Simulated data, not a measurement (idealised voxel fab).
Herein follows the process module entitled voxel transistor to metal.
The figure presents cross-section cut, which has a width of 260 nm and is divided into square cells with an edge length of 5 nm.
In this document a cross-section is written as a grid of square cells. It is given as a series of bands, listed from the top down, and a band is one or more rows of cells. Within each band entry, the heights of the top and of the bottom of the band appear first, in that order and in nm; the materials of the band then follow from left to right, each with its corresponding width in nm. The designation "edge to edge" on a single material indicates that it fills the band from edge to edge; the designation "empty" indicates empty space. Counting heights begins at 0, where everything beneath is, in the wafer as received, one material. The lowest band has no bottom; it goes on downwards, as "0 -> down" shows. The width entry "30 to 40" should be interpreted row by row: the top row of cells in the band takes the first number, the bottom row takes the second number, and the change between adjacent rows is uniform throughout. "no alterations made", as given for a step, is the statement that not any cell of the cross-section underwent a change during that step. "Enclosed empty spaces" lists enclosed empty spaces (at least 8 cells, no open path upward to the top), each as width x height at distance from the left edge, in nm. Read whatever lies past the settings on a step's line as the simulator's own remark about the step. Regarding "overlay nm": on a step with a mask, it is the distance the mask lay to the right of its planned place; a negative value places it to the left. Each pair below shows a cross-section before one step and the cross-section after it, down to the lowest band that changed. The line under each pair gives the step between them, with its settings. The pairs can come from different runs of this module on the same starting wafer, so a pair continues from the pair above only where its "Snapshot before" says so.

**Snapshot before**
* 110 -> 105: SiCN edge to edge
* 105 -> 70: SiO2 edge to edge
* 70 -> 55: lowk 25 nm, TiN 5 nm, W 10 nm, TiN 5 nm, lowk 45 nm, TiN 5 nm, W 10 nm, TiN 5 nm, lowk 40 nm, TiN 5 nm, W 10 nm, TiN 5 nm, lowk 45 nm, TiN 5 nm, W 10 nm, TiN 5 nm, lowk 25 nm
* 55 -> 50: SiCN 25 nm, TiN 20 nm, SiCN 45 nm, TiN 20 nm, SiCN 40 nm, TiN 20 nm, SiCN 45 nm, TiN 20 nm, SiCN 25 nm
* 50 -> 35: SiO2 25 nm, TiN 5 nm, Ru 10 nm, TiN 5 nm, SiO2 45 nm, TiN 5 nm, Ru 10 nm, TiN 5 nm, SiO2 40 nm, TiN 5 nm, Ru 10 nm, TiN 5 nm, SiO2 45 nm, TiN 5 nm, Ru 10 nm, TiN 5 nm, SiO2 25 nm
* 35 -> 25: SiO2 25 nm, TiN 5 nm, Ru 10 nm, TiN 5 nm, SiN 10 nm, SiO2 5 nm, SiCN 15 nm, SiO2 5 nm, SiN 10 nm, TiN 5 nm, Ru 10 nm, TiN 5 nm, SiO2 40 nm, TiN 5 nm, Ru 10 nm, TiN 5 nm, SiN 10 nm, SiO2 5 nm, SiCN 15 nm, SiO2 5 nm, SiN 10 nm, TiN 5 nm, Ru 10 nm, TiN 5 nm, SiO2 25 nm
* 25 -> 0: SiO2 25 nm, TiN 5 nm, Ru 10 nm, TiN 5 nm, SiN 10 nm, SiO2 5 nm, polySi 15 nm, SiO2 5 nm, SiN 10 nm, TiN 5 nm, Ru 10 nm, TiN 5 nm, SiO2 40 nm, TiN 5 nm, Ru 10 nm, TiN 5 nm, SiN 10 nm, SiO2 5 nm, polySi 15 nm, SiO2 5 nm, SiN 10 nm, TiN 5 nm, Ru 10 nm, TiN 5 nm, SiO2 25 nm
* 0 -> -5: SiO2 15 nm, SiN 10 nm, TiN 20 nm, SiN 10 nm, SiO2 5 nm, polySi 15 nm, SiO2 5 nm, SiN 10 nm, TiN 20 nm, SiN 10 nm, SiO2 20 nm, SiN 10 nm, TiN 20 nm, SiN 10 nm, SiO2 5 nm, polySi 15 nm, SiO2 5 nm, SiN 10 nm, TiN 20 nm, SiN 10 nm, SiO2 15 nm
* -5 -> -10: SiO2 25 nm, SiGe 20 nm, SiO2 45 nm, SiGe 20 nm, SiO2 40 nm, SiGe 20 nm, SiO2 45 nm, SiGe 20 nm, SiO2 25 nm
* -10 -> -40: SiO2 20 nm, Si 95 nm, SiO2 30 nm, Si 95 nm, SiO2 20 nm
* -40 -> down: Si edge to edge
* Enclosed empty spaces: none

**Post-Step Cross-Section**
* 120 -> 110: aC edge to edge
* Everything below 110 is unchanged.
* Enclosed empty spaces: none
The process step bridging the two cross-sections above: DIRECTIONAL_DEP [material aC] [thk nm 10]

Snapshot before: taken from the pair above, after panel.

**Post-Step Cross-Section**
* 150 -> 120: resist 25 nm, empty 15 nm, resist 110 nm, empty 15 nm, resist 95 nm
* Everything below 120 is unchanged.
* Enclosed empty spaces: none
The process step bridging the two cross-sections above: PATTERN [tone open] [mask id METAL_2_HOLES] [material resist] [width nm 15] [pitch nm 125] [thk nm 30] [overlay nm 0]

Snapshot before: taken from the pair above, after panel.

**Post-Step Cross-Section**
* 140 -> 120: resist 25 nm, empty 15 nm, resist 110 nm, empty 15 nm, resist 95 nm
* 120 -> 110: aC 25 nm, empty 15 nm, aC 110 nm, empty 15 nm, aC 95 nm
* Everything below 110 is unchanged.
* Enclosed empty spaces: none
The process step bridging the two cross-sections above: DIRECTIONAL_ETCH [etch materials aC] [depth nm 10]

Snapshot before: taken from the pair above, after panel.

**Post-Step Cross-Section**
* 120 -> 110: aC 25 nm, empty 15 nm, aC 110 nm, empty 15 nm, aC 95 nm
* Everything below 110 is unchanged.
* Enclosed empty spaces: none
The process step bridging the two cross-sections above: STRIP [etch materials resist]

Snapshot before: taken from the pair above, after panel.

**Post-Step Cross-Section**
* 110 -> 105: SiCN edge to edge
* Everything below 105 is unchanged.
* Enclosed empty spaces: none
The process step bridging the two cross-sections above: STRIP [etch materials aC]

Snapshot before: taken from the pair above, after panel.

**Post-Step Cross-Section**
* 130 -> 110: resist 25 nm, empty 20 nm, resist 105 nm, empty 20 nm, resist 90 nm
* Everything below 110 is unchanged.
* Enclosed empty spaces: none
The process step bridging the two cross-sections above: PATTERN [tone open] [mask id METAL_2] [material resist] [width nm 20] [pitch nm 125] [thk nm 20] [overlay nm 0]

Snapshot before: taken from the pair above, after panel.

**Post-Step Cross-Section**
* 130 -> 110: resist 25 nm, empty 20 nm, resist 105 nm, empty 20 nm, resist 90 nm
* 110 -> 105: SiCN 25 nm, empty 20 nm, SiCN 105 nm, empty 20 nm, SiCN 90 nm
* Everything below 105 is unchanged.
* Enclosed empty spaces: none
The process step bridging the two cross-sections above: DIRECTIONAL_ETCH [etch materials SiCN] [depth nm 5]

Snapshot before: taken from the pair above, after panel.

**Post-Step Cross-Section**
* 110 -> 105: SiCN 25 nm, empty 20 nm, SiCN 105 nm, empty 20 nm, SiCN 90 nm
* Everything below 105 is unchanged.
* Enclosed empty spaces: none
The process step bridging the two cross-sections above: STRIP [etch materials resist]

Snapshot before: taken from the pair above, after panel.

**Post-Step Cross-Section**
* 115 -> 110: TiN 30 nm, empty 10 nm, TiN 115 nm, empty 10 nm, TiN 95 nm
* 110 -> 105: SiCN 25 nm, TiN 20 nm, SiCN 105 nm, TiN 20 nm, SiCN 90 nm
* Everything below 105 is unchanged.
* Enclosed empty spaces: none
The process step bridging the two cross-sections above: CONFORMAL_DEP [material TiN] [thk nm 5]

Snapshot before: taken from the pair above, after panel.

**Post-Step Cross-Section**
* 120 -> 115: Cu edge to edge
* 115 -> 110: TiN 30 nm, Cu 10 nm, TiN 115 nm, Cu 10 nm, TiN 95 nm
* Everything below 110 is unchanged.
* Enclosed empty spaces: none
The process step bridging the two cross-sections above: FILL_DEP [material Cu] [thk nm 5]

Snapshot before: taken from the pair above, after panel.

**Post-Step Cross-Section**
* 110 -> 105: SiCN 25 nm, TiN 20 nm, SiCN 105 nm, TiN 20 nm, SiCN 90 nm
* Everything below 105 is unchanged.
* Enclosed empty spaces: none
The process step bridging the two cross-sections above: CMP [height nm 110]

Snapshot before: taken from the pair above, after panel.

**Post-Step Cross-Section**
* 115 -> 110: SiN edge to edge
* Everything below 110 is unchanged.
* Enclosed empty spaces: none
The process step bridging the two cross-sections above: CONFORMAL_DEP [material SiN] [thk nm 5]

**Snapshot before**
* 60 -> 55: Ru edge to edge
* 55 -> 50: TiN 30 nm, Ru 10 nm, TiN 55 nm, Ru 10 nm, TiN 50 nm, Ru 10 nm, TiN 55 nm, Ru 10 nm, TiN 30 nm
* 50 -> 35: SiO2 25 nm, TiN 5 nm, Ru 10 nm, TiN 5 nm, SiO2 45 nm, TiN 5 nm, Ru 10 nm, TiN 5 nm, SiO2 40 nm, TiN 5 nm, Ru 10 nm, TiN 5 nm, SiO2 45 nm, TiN 5 nm, Ru 10 nm, TiN 5 nm, SiO2 25 nm
* 35 -> 25: SiO2 25 nm, TiN 5 nm, Ru 10 nm, TiN 5 nm, SiN 10 nm, SiO2 5 nm, SiCN 15 nm, SiO2 5 nm, SiN 10 nm, TiN 5 nm, Ru 10 nm, TiN 5 nm, SiO2 40 nm, TiN 5 nm, Ru 10 nm, TiN 5 nm, SiN 10 nm, SiO2 5 nm, SiCN 15 nm, SiO2 5 nm, SiN 10 nm, TiN 5 nm, Ru 10 nm, TiN 5 nm, SiO2 25 nm
* 25 -> 0: SiO2 25 nm, TiN 5 nm, Ru 10 nm, TiN 5 nm, SiN 10 nm, SiO2 5 nm, polySi 15 nm, SiO2 5 nm, SiN 10 nm, TiN 5 nm, Ru 10 nm, TiN 5 nm, SiO2 40 nm, TiN 5 nm, Ru 10 nm, TiN 5 nm, SiN 10 nm, SiO2 5 nm, polySi 15 nm, SiO2 5 nm, SiN 10 nm, TiN 5 nm, Ru 10 nm, TiN 5 nm, SiO2 25 nm
* 0 -> -5: SiO2 15 nm, SiN 10 nm, TiN 20 nm, SiN 10 nm, SiO2 5 nm, polySi 15 nm, SiO2 5 nm, SiN 10 nm, TiN 20 nm, SiN 10 nm, SiO2 20 nm, SiN 10 nm, TiN 20 nm, SiN 10 nm, SiO2 5 nm, polySi 15 nm, SiO2 5 nm, SiN 10 nm, TiN 20 nm, SiN 10 nm, SiO2 15 nm
* -5 -> -10: SiO2 25 nm, SiGe 20 nm, SiO2 45 nm, SiGe 20 nm, SiO2 40 nm, SiGe 20 nm, SiO2 45 nm, SiGe 20 nm, SiO2 25 nm
* -10 -> -40: SiO2 20 nm, Si 95 nm, SiO2 30 nm, Si 95 nm, SiO2 20 nm
* -40 -> down: Si edge to edge
* Enclosed empty spaces: none

**Post-Step Cross-Section**
* 55 -> 50: TiN 30 nm, Ru 10 nm, TiN 55 nm, Ru 10 nm, TiN 50 nm, Ru 10 nm, TiN 55 nm, Ru 10 nm, TiN 30 nm
* Everything below 50 is unchanged.
* Enclosed empty spaces: none
The process step bridging the two cross-sections above: CMP [height nm 55]

Snapshot before: taken from the pair above, after panel.

**Post-Step Cross-Section**
* 60 -> 55: SiCN edge to edge
* Everything below 55 is unchanged.
* Enclosed empty spaces: none
The process step bridging the two cross-sections above: CONFORMAL_DEP [material SiCN] [thk nm 5]

Snapshot before: taken from the pair above, after panel.

**Post-Step Cross-Section**
* 75 -> 60: lowk edge to edge
* Everything below 60 is unchanged.
* Enclosed empty spaces: none
The process step bridging the two cross-sections above: DIRECTIONAL_DEP [material lowk] [thk nm 15]

Snapshot before: taken from the pair above, after panel.

**Post-Step Cross-Section**
* 75 -> 60: lowk 25 nm, empty 20 nm, lowk 45 nm, empty 20 nm, lowk 40 nm, empty 20 nm, lowk 45 nm, empty 20 nm, lowk 25 nm
* Everything below 60 is unchanged.
* Enclosed empty spaces: none
The process step bridging the two cross-sections above: MASKED_ETCH [tone open] [mask id METAL_1] [width nm 20] [etch materials lowk] [depth nm 15] [overlay nm 0]

Snapshot before: taken from the pair above, after panel.

**Post-Step Cross-Section**
* 75 -> 60: lowk 25 nm, empty 20 nm, lowk 45 nm, empty 20 nm, lowk 40 nm, empty 20 nm, lowk 45 nm, empty 20 nm, lowk 25 nm
* 60 -> 55: SiCN 25 nm, empty 20 nm, SiCN 45 nm, empty 20 nm, SiCN 40 nm, empty 20 nm, SiCN 45 nm, empty 20 nm, SiCN 25 nm
* Everything below 55 is unchanged.
* Enclosed empty spaces: none
The process step bridging the two cross-sections above: MASKED_ETCH [tone open] [mask id METAL_1] [width nm 20] [etch materials SiCN] [depth nm 5] [overlay nm 0]

Snapshot before: taken from the pair above, after panel.

**Post-Step Cross-Section**
* 80 -> 75: TiN 30 nm, empty 10 nm, TiN 55 nm, empty 10 nm, TiN 50 nm, empty 10 nm, TiN 55 nm, empty 10 nm, TiN 30 nm
* 75 -> 60: lowk 25 nm, TiN 5 nm, empty 10 nm, TiN 5 nm, lowk 45 nm, TiN 5 nm, empty 10 nm, TiN 5 nm, lowk 40 nm, TiN 5 nm, empty 10 nm, TiN 5 nm, lowk 45 nm, TiN 5 nm, empty 10 nm, TiN 5 nm, lowk 25 nm
* 60 -> 55: SiCN 25 nm, TiN 20 nm, SiCN 45 nm, TiN 20 nm, SiCN 40 nm, TiN 20 nm, SiCN 45 nm, TiN 20 nm, SiCN 25 nm
* Everything below 55 is unchanged.
* Enclosed empty spaces: none
The process step bridging the two cross-sections above: CONFORMAL_DEP [material TiN] [thk nm 5]

Snapshot before: taken from the pair above, after panel.

**Post-Step Cross-Section**
* 90 -> 80: W edge to edge
* 80 -> 75: TiN 30 nm, W 10 nm, TiN 55 nm, W 10 nm, TiN 50 nm, W 10 nm, TiN 55 nm, W 10 nm, TiN 30 nm
* 75 -> 60: lowk 25 nm, TiN 5 nm, W 10 nm, TiN 5 nm, lowk 45 nm, TiN 5 nm, W 10 nm, TiN 5 nm, lowk 40 nm, TiN 5 nm, W 10 nm, TiN 5 nm, lowk 45 nm, TiN 5 nm, W 10 nm, TiN 5 nm, lowk 25 nm
* Everything below 60 is unchanged.
* Enclosed empty spaces: none
The process step bridging the two cross-sections above: FILL_DEP [material W] [thk nm 10]

Snapshot before: taken from the pair above, after panel.

**Post-Step Cross-Section**
* 70 -> 60: lowk 25 nm, TiN 5 nm, W 10 nm, TiN 5 nm, lowk 45 nm, TiN 5 nm, W 10 nm, TiN 5 nm, lowk 40 nm, TiN 5 nm, W 10 nm, TiN 5 nm, lowk 45 nm, TiN 5 nm, W 10 nm, TiN 5 nm, lowk 25 nm
* Everything below 60 is unchanged.
* Enclosed empty spaces: none
The process step bridging the two cross-sections above: CMP [height nm 70]

Snapshot before: taken from the pair above, after panel.

**Post-Step Cross-Section**
* 75 -> 70: SiCN edge to edge
* Everything below 70 is unchanged.
* Enclosed empty spaces: none
The process step bridging the two cross-sections above: CONFORMAL_DEP [material SiCN] [thk nm 5]

Snapshot before: taken from the pair above, after panel.

**Post-Step Cross-Section**
* 110 -> 75: SiO2 edge to edge
* Everything below 75 is unchanged.
* Enclosed empty spaces: none
The process step bridging the two cross-sections above: DIRECTIONAL_DEP [material SiO2] [thk nm 35]

Snapshot before: taken from the pair above, after panel.

**Post-Step Cross-Section**
* 120 -> 110: aC edge to edge
* Everything below 110 is unchanged.
* Enclosed empty spaces: none
The process step bridging the two cross-sections above: DIRECTIONAL_DEP [material aC] [thk nm 10]

Snapshot before: taken from the pair above, after panel.

**Post-Step Cross-Section**
* 150 -> 120: resist 25 nm, empty 15 nm, resist 110 nm, empty 15 nm, resist 95 nm
* Everything below 120 is unchanged.
* Enclosed empty spaces: none
The process step bridging the two cross-sections above: PATTERN [tone open] [mask id METAL_2_HOLES] [material resist] [width nm 15] [pitch nm 125] [thk nm 30] [overlay nm 0]

Snapshot before: taken from the pair above, after panel.

**Post-Step Cross-Section**
* 140 -> 120: resist 25 nm, empty 15 nm, resist 110 nm, empty 15 nm, resist 95 nm
* 120 -> 110: aC 25 nm, empty 15 nm, aC 110 nm, empty 15 nm, aC 95 nm
* Everything below 110 is unchanged.
* Enclosed empty spaces: none
The process step bridging the two cross-sections above: DIRECTIONAL_ETCH [etch materials aC] [depth nm 10]

Snapshot before: taken from the pair above, after panel.

**Post-Step Cross-Section**
* 120 -> 110: aC 25 nm, empty 15 nm, aC 110 nm, empty 15 nm, aC 95 nm
* Everything below 110 is unchanged.
* Enclosed empty spaces: none
The process step bridging the two cross-sections above: STRIP [etch materials resist]

Snapshot before: taken from the pair above, after panel.

**Post-Step Cross-Section**
* 120 -> 110: aC 25 nm, empty 15 nm, aC 110 nm, empty 15 nm, aC 95 nm
* 110 -> 75: SiO2 25 nm, empty 15 nm, SiO2 110 nm, empty 15 nm, SiO2 95 nm
* Everything below 75 is unchanged.
* Enclosed empty spaces: none
The process step bridging the two cross-sections above: DIRECTIONAL_ETCH [etch materials SiO2] [depth nm 35]

Snapshot before: taken from the pair above, after panel.

**Post-Step Cross-Section**
* 110 -> 75: SiO2 25 nm, empty 15 nm, SiO2 110 nm, empty 15 nm, SiO2 95 nm
* Everything below 75 is unchanged.
* Enclosed empty spaces: none
The process step bridging the two cross-sections above: STRIP [etch materials aC]

Snapshot before: taken from the pair above, after panel.

**Post-Step Cross-Section**
* 130 -> 110: resist 25 nm, empty 20 nm, resist 105 nm, empty 20 nm, resist 90 nm
* Everything below 110 is unchanged.
* Enclosed empty spaces: none
The process step bridging the two cross-sections above: PATTERN [tone open] [mask id METAL_2] [material resist] [width nm 20] [pitch nm 125] [thk nm 20] [overlay nm 0]

Snapshot before: taken from the pair above, after panel.

**Post-Step Cross-Section**
* 130 -> 110: resist 25 nm, empty 20 nm, resist 105 nm, empty 20 nm, resist 90 nm
* 110 -> 90: SiO2 25 nm, empty 20 nm, SiO2 105 nm, empty 20 nm, SiO2 90 nm
* Everything below 90 is unchanged.
* Enclosed empty spaces: none
The process step bridging the two cross-sections above: DIRECTIONAL_ETCH [etch materials SiO2] [depth nm 20]

Snapshot before: taken from the pair above, after panel.

**Post-Step Cross-Section**
* 130 -> 110: resist 25 nm, empty 20 nm, resist 105 nm, empty 20 nm, resist 90 nm
* 110 -> 90: SiO2 25 nm, empty 20 nm, SiO2 105 nm, empty 20 nm, SiO2 90 nm
* 90 -> 75: SiO2 25 nm, empty 15 nm, SiO2 110 nm, empty 15 nm, SiO2 95 nm
* 75 -> 70: SiCN 25 nm, empty 15 nm, SiCN 110 nm, empty 15 nm, SiCN 95 nm
* Everything below 70 is unchanged.
* Enclosed empty spaces: none
The process step bridging the two cross-sections above: DIRECTIONAL_ETCH [etch materials SiCN] [depth nm 5]

Snapshot before: taken from the pair above, after panel.

**Post-Step Cross-Section**
* 110 -> 90: SiO2 25 nm, empty 20 nm, SiO2 105 nm, empty 20 nm, SiO2 90 nm
* Everything below 90 is unchanged.
* Enclosed empty spaces: none
The process step bridging the two cross-sections above: STRIP [etch materials resist]

Snapshot before: taken from the pair above, after panel.

**Post-Step Cross-Section**
* 115 -> 110: TiN 30 nm, empty 10 nm, TiN 115 nm, empty 10 nm, TiN 95 nm
* 110 -> 95: SiO2 25 nm, TiN 5 nm, empty 10 nm, TiN 5 nm, SiO2 105 nm, TiN 5 nm, empty 10 nm, TiN 5 nm, SiO2 90 nm
* 95 -> 90: SiO2 25 nm, TiN 5 nm, empty 5 nm, TiN 10 nm, SiO2 105 nm, TiN 5 nm, empty 5 nm, TiN 10 nm, SiO2 90 nm
* 90 -> 75: SiO2 25 nm, TiN 5 nm, empty 5 nm, TiN 5 nm, SiO2 110 nm, TiN 5 nm, empty 5 nm, TiN 5 nm, SiO2 95 nm
* 75 -> 70: SiCN 25 nm, TiN 15 nm, SiCN 110 nm, TiN 15 nm, SiCN 95 nm
* Everything below 70 is unchanged.
* Enclosed empty spaces: none
The process step bridging the two cross-sections above: CONFORMAL_DEP [material TiN] [thk nm 5]

Snapshot before: taken from the pair above, after panel.

**Post-Step Cross-Section**
* 120 -> 115: Cu edge to edge
* 115 -> 110: TiN 30 nm, Cu 10 nm, TiN 115 nm, Cu 10 nm, TiN 95 nm
* 110 -> 95: SiO2 25 nm, TiN 5 nm, Cu 10 nm, TiN 5 nm, SiO2 105 nm, TiN 5 nm, Cu 10 nm, TiN 5 nm, SiO2 90 nm
* 95 -> 90: SiO2 25 nm, TiN 5 nm, Cu 5 nm, TiN 10 nm, SiO2 105 nm, TiN 5 nm, Cu 5 nm, TiN 10 nm, SiO2 90 nm
* 90 -> 75: SiO2 25 nm, TiN 5 nm, Cu 5 nm, TiN 5 nm, SiO2 110 nm, TiN 5 nm, Cu 5 nm, TiN 5 nm, SiO2 95 nm
* Everything below 75 is unchanged.
* Enclosed empty spaces: none
The process step bridging the two cross-sections above: FILL_DEP [material Cu] [thk nm 5]

Snapshot before: taken from the pair above, after panel.

**Post-Step Cross-Section**
* 110 -> 95: SiO2 25 nm, TiN 5 nm, Cu 10 nm, TiN 5 nm, SiO2 105 nm, TiN 5 nm, Cu 10 nm, TiN 5 nm, SiO2 90 nm
* Everything below 95 is unchanged.
* Enclosed empty spaces: none
The process step bridging the two cross-sections above: CMP [height nm 110]

Snapshot before: taken from the pair above, after panel.

**Post-Step Cross-Section**
* 115 -> 110: SiN edge to edge
* Everything below 110 is unchanged.
* Enclosed empty spaces: none
The process step bridging the two cross-sections above: CONFORMAL_DEP [material SiN] [thk nm 5]

**Snapshot before**
* 35 -> 30: empty 60 nm, SiCN 15 nm, empty 110 nm, SiCN 15 nm, empty 60 nm
* 30 -> 25: polySi 10 nm, empty 50 nm, SiCN 15 nm, empty 50 nm, polySi 10 nm, empty 50 nm, SiCN 15 nm, empty 50 nm, polySi 10 nm
* 25 -> 0: polySi edge to edge
* 0 -> -5: SiO2 10 nm, polySi 115 nm, SiO2 10 nm, polySi 115 nm, SiO2 10 nm
* -5 -> -10: SiO2 edge to edge
* -10 -> -40: SiO2 20 nm, Si 95 nm, SiO2 30 nm, Si 95 nm, SiO2 20 nm
* -40 -> down: Si edge to edge
* Enclosed empty spaces: none

**Post-Step Cross-Section**
* 35 -> 25: empty 60 nm, SiCN 15 nm, empty 110 nm, SiCN 15 nm, empty 60 nm
* 25 -> 0: empty 55 nm, polySi 25 nm, empty 100 nm, polySi 25 nm, empty 55 nm
* 0 -> -5: SiO2 10 nm, empty 45 nm, polySi 25 nm, empty 45 nm, SiO2 10 nm, empty 45 nm, polySi 25 nm, empty 45 nm, SiO2 10 nm
* Everything below -5 is unchanged.
* Enclosed empty spaces: none
The process step bridging the two cross-sections above: MASKED_ETCH [tone cover] [mask id GATE] [width nm 25] [pitch nm 125] [etch materials polySi] [depth nm 40] [overlay nm 0]

Snapshot before: taken from the pair above, after panel.

**Post-Step Cross-Section**
* 40 -> 35: empty 55 nm, SiO2 25 nm, empty 100 nm, SiO2 25 nm, empty 55 nm
* 35 -> 25: empty 55 to 50 nm, SiO2 5 to 10 nm, SiCN 15 nm, SiO2 5 to 10 nm, empty 100 to 90 nm, SiO2 5 to 10 nm, SiCN 15 nm, SiO2 5 to 10 nm, empty 55 to 50 nm
* 25 -> 5: empty 50 nm, SiO2 5 nm, polySi 25 nm, SiO2 5 nm, empty 90 nm, SiO2 5 nm, polySi 25 nm, SiO2 5 nm, empty 50 nm
* 5 -> 0: SiO2 15 nm, empty 35 nm, SiO2 5 nm, polySi 25 nm, SiO2 5 nm, empty 35 nm, SiO2 20 nm, empty 35 nm, SiO2 5 nm, polySi 25 nm, SiO2 5 nm, empty 35 nm, SiO2 15 nm
* 0 -> -5: SiO2 55 nm, polySi 25 nm, SiO2 100 nm, polySi 25 nm, SiO2 55 nm
* Everything below -5 is unchanged.
* Enclosed empty spaces: none
The process step bridging the two cross-sections above: CONFORMAL_DEP [material SiO2] [thk nm 5]

Snapshot before: taken from the pair above, after panel.

**Post-Step Cross-Section**
* 35 -> 25: empty 55 nm, SiO2 5 nm, SiCN 15 nm, SiO2 5 nm, empty 100 nm, SiO2 5 nm, SiCN 15 nm, SiO2 5 nm, empty 55 nm
* 25 -> 0: empty 50 nm, SiO2 5 nm, polySi 25 nm, SiO2 5 nm, empty 90 nm, SiO2 5 nm, polySi 25 nm, SiO2 5 nm, empty 50 nm
* 0 -> -5: SiO2 15 nm, empty 35 nm, SiO2 5 nm, polySi 25 nm, SiO2 5 nm, empty 35 nm, SiO2 20 nm, empty 35 nm, SiO2 5 nm, polySi 25 nm, SiO2 5 nm, empty 35 nm, SiO2 15 nm
* Everything below -5 is unchanged.
* Enclosed empty spaces: none
The process step bridging the two cross-sections above: DIRECTIONAL_ETCH [etch materials SiO2] [depth nm 5]

Snapshot before: taken from the pair above, after panel.

**Post-Step Cross-Section**
* 45 -> 35: empty 45 nm, SiN 45 nm, empty 80 nm, SiN 45 nm, empty 45 nm
* 35 -> 25: empty 40 nm, SiN 15 nm, SiO2 5 nm, SiCN 15 nm, SiO2 5 nm, SiN 15 nm, empty 70 nm, SiN 15 nm, SiO2 5 nm, SiCN 15 nm, SiO2 5 nm, SiN 15 nm, empty 40 nm
* 25 -> 10: empty 40 nm, SiN 10 nm, SiO2 5 nm, polySi 25 nm, SiO2 5 nm, SiN 10 nm, empty 70 nm, SiN 10 nm, SiO2 5 nm, polySi 25 nm, SiO2 5 nm, SiN 10 nm, empty 40 nm
* 10 -> 5: SiN 25 nm, empty 15 nm, SiN 10 nm, SiO2 5 nm, polySi 25 nm, SiO2 5 nm, SiN 10 nm, empty 15 nm, SiN 40 nm, empty 15 nm, SiN 10 nm, SiO2 5 nm, polySi 25 nm, SiO2 5 nm, SiN 10 nm, empty 15 nm, SiN 25 nm
* 5 -> 0: SiN 50 nm, SiO2 5 nm, polySi 25 nm, SiO2 5 nm, SiN 90 nm, SiO2 5 nm, polySi 25 nm, SiO2 5 nm, SiN 50 nm
* 0 -> -5: SiO2 15 nm, SiN 35 nm, SiO2 5 nm, polySi 25 nm, SiO2 5 nm, SiN 35 nm, SiO2 20 nm, SiN 35 nm, SiO2 5 nm, polySi 25 nm, SiO2 5 nm, SiN 35 nm, SiO2 15 nm
* Everything below -5 is unchanged.
* Enclosed empty spaces: none
The process step bridging the two cross-sections above: CONFORMAL_DEP [material SiN] [thk nm 10]

Snapshot before: taken from the pair above, after panel.

**Post-Step Cross-Section**
* 35 -> 25: empty 45 nm, SiN 10 nm, SiO2 5 nm, SiCN 15 nm, SiO2 5 nm, SiN 10 nm, empty 80 nm, SiN 10 nm, SiO2 5 nm, SiCN 15 nm, SiO2 5 nm, SiN 10 nm, empty 45 nm
* 25 -> 0: empty 40 nm, SiN 10 nm, SiO2 5 nm, polySi 25 nm, SiO2 5 nm, SiN 10 nm, empty 70 nm, SiN 10 nm, SiO2 5 nm, polySi 25 nm, SiO2 5 nm, SiN 10 nm, empty 40 nm
* 0 -> -5: SiO2 15 nm, SiN 10 nm, empty 15 nm, SiN 10 nm, SiO2 5 nm, polySi 25 nm, SiO2 5 nm, SiN 10 nm, empty 15 nm, SiN 10 nm, SiO2 20 nm, SiN 10 nm, empty 15 nm, SiN 10 nm, SiO2 5 nm, polySi 25 nm, SiO2 5 nm, SiN 10 nm, empty 15 nm, SiN 10 nm, SiO2 15 nm
* Everything below -5 is unchanged.
* Enclosed empty spaces: none
The process step bridging the two cross-sections above: DIRECTIONAL_ETCH [etch materials SiN] [depth nm 10]

Snapshot before: taken from the pair above, after panel.

**Post-Step Cross-Section**
* 35 -> 30: empty 45 nm, SiN 10 nm, empty 5 nm, SiCN 15 nm, empty 5 nm, SiN 10 nm, empty 80 nm, SiN 10 nm, empty 5 nm, SiCN 15 nm, empty 5 nm, SiN 10 nm, empty 45 nm
* 30 -> 25: empty 45 nm, SiN 10 nm, SiO2 5 nm, SiCN 15 nm, SiO2 5 nm, SiN 10 nm, empty 80 nm, SiN 10 nm, SiO2 5 nm, SiCN 15 nm, SiO2 5 nm, SiN 10 nm, empty 45 nm
* 25 -> 0: empty 40 nm, SiN 10 nm, SiO2 5 nm, polySi 25 nm, SiO2 5 nm, SiN 10 nm, empty 70 nm, SiN 10 nm, SiO2 5 nm, polySi 25 nm, SiO2 5 nm, SiN 10 nm, empty 40 nm
* 0 -> -5: empty 15 nm, SiN 10 nm, empty 15 nm, SiN 10 nm, SiO2 5 nm, polySi 25 nm, SiO2 5 nm, SiN 10 nm, empty 15 nm, SiN 10 nm, empty 20 nm, SiN 10 nm, empty 15 nm, SiN 10 nm, SiO2 5 nm, polySi 25 nm, SiO2 5 nm, SiN 10 nm, empty 15 nm, SiN 10 nm, empty 15 nm
* -5 -> -10: SiO2 25 nm, empty 15 nm, SiO2 55 nm, empty 15 nm, SiO2 40 nm, empty 15 nm, SiO2 55 nm, empty 15 nm, SiO2 25 nm
* Everything below -10 is unchanged.
* Enclosed empty spaces: none
The process step bridging the two cross-sections above: DIRECTIONAL_ETCH [etch materials SiO2] [depth nm 5]

Snapshot before: taken from the pair above, after panel.

**Post-Step Cross-Section**
* 35 -> 30: empty 45 nm, SiN 10 nm, empty 5 nm, SiCN 15 nm, empty 5 nm, SiN 10 nm, empty 80 nm, SiN 10 nm, empty 5 nm, SiCN 15 nm, empty 5 nm, SiN 10 nm, empty 45 nm
* 30 -> 25: empty 45 nm, SiN 10 nm, SiO2 5 nm, SiCN 15 nm, SiO2 5 nm, SiN 10 nm, empty 80 nm, SiN 10 nm, SiO2 5 nm, SiCN 15 nm, SiO2 5 nm, SiN 10 nm, empty 45 nm
* 25 -> 0: empty 40 nm, SiN 10 nm, SiO2 5 nm, polySi 25 nm, SiO2 5 nm, SiN 10 nm, empty 70 nm, SiN 10 nm, SiO2 5 nm, polySi 25 nm, SiO2 5 nm, SiN 10 nm, empty 40 nm
* 0 -> -5: empty 15 nm, SiN 10 nm, empty 15 nm, SiN 10 nm, SiO2 5 nm, polySi 25 nm, SiO2 5 nm, SiN 10 nm, empty 15 nm, SiN 10 nm, empty 20 nm, SiN 10 nm, empty 15 nm, SiN 10 nm, SiO2 5 nm, polySi 25 nm, SiO2 5 nm, SiN 10 nm, empty 15 nm, SiN 10 nm, empty 15 nm
* -5 -> -10: SiO2 25 nm, SiGe 15 nm, SiO2 55 nm, SiGe 15 nm, SiO2 40 nm, SiGe 15 nm, SiO2 55 nm, SiGe 15 nm, SiO2 25 nm
* Everything below -10 is unchanged.
* Enclosed empty spaces: none
The process step bridging the two cross-sections above: EPI [material SiGe] [thk nm 5]
